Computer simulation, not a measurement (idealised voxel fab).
The process module that follows is named voxel released beams.
245 nm wide, 5 nm square cells: that's cross-section cut.
Think of the cross-section as a grid of square cells. We describe it in bands, top to bottom, and each band covers one or more rows of those cells. The entry gives the band's vertical extent as a top height and a bottom height in nm, then its horizontal make-up as materials from left to right, each with a width in nm. "empty" stands for empty space; a single material marked "all across" fills the band edge to edge. All heights in this document are referenced to 0, defined as the level beneath which the wafer, as received, consists entirely of one material. The lowest band is not bounded below; it extends indefinitely downward and is written in the form "z 0 and below". So if you see something like "30 to 40" for the width, read it as the top row of the band sitting at the first number and the bottom row at the second, with every row in between moving by the same amount as the last. Basically "remains unaltered" means that step didn't change any cell in the cross-section. Look at "Enclosed void entries" for the closed voids: empty spaces with no open path to the top, sized 8 cells or up. Each is width x height at distance, distance from the left edge, all nm. If you see something after the settings on a step's line, that's the simulator's own remark about that step. The setting "overlay nm" may be written on the line of a step. When the step uses a mask, the value reports how far to the right of the planned place the mask lay, and a negative value reports that it lay to the left.
## plan
1,RECEIVE: material Si
2,CONFORMAL_DEP: material Al2O3, thk nm 5
3,DIRECTIONAL_DEP: material SiO2, thk nm 10
4,PATTERN: tone open, mask id ANCHOR, material resist, width nm 25, thk nm 20, overlay nm 0
5,DIRECTIONAL_ETCH: etch materials SiO2, depth nm 10
6,STRIP: etch materials resist
7,CONFORMAL_DEP: material SiN, thk nm 10
8,MASKED_ETCH: tone cover, mask id BEAM, width nm 105, etch materials SiN, depth nm 10, overlay nm 0
9,STRIP: etch materials SiO2
## Incoming wafer, cross-sectional view, post step 1
	z 0 and below  Si all across
	Enclosed void entries: none
## Cross-sectional image of the first of two wafers at the end of the module, the run having proceeded as planned
	z 25 to 15  65 nm empty; 15 nm SiN; 5 nm empty; 85 nm SiN; 75 nm empty
	z 15 to 5  70 nm empty; 25 nm SiN; 150 nm empty
	z 5 to 0  Al2O3 all across
	z 0 and below  Si all across
	Enclosed void entries: none
## second wafer at the end: like start, like plan, one mistake
	z 25 to 15  55 nm empty; 25 nm SiN; 5 nm empty; 75 nm SiN; 85 nm empty
	z 15 to 5  70 nm empty; 25 nm SiN; 150 nm empty
	z 5 to 0  Al2O3 all across
	z 0 and below  Si all across
	Enclosed void entries: none
Where did the run depart from the plan? so step 8 ended up running with a different setting than we planned, it ran as MASKED_ETCH: tone cover, mask id BEAM, width nm 105, etch materials SiN, depth nm 10, overlay nm -10
At the close, every material occupies the same number of cells on the second wafer as on the first, only in different positions.
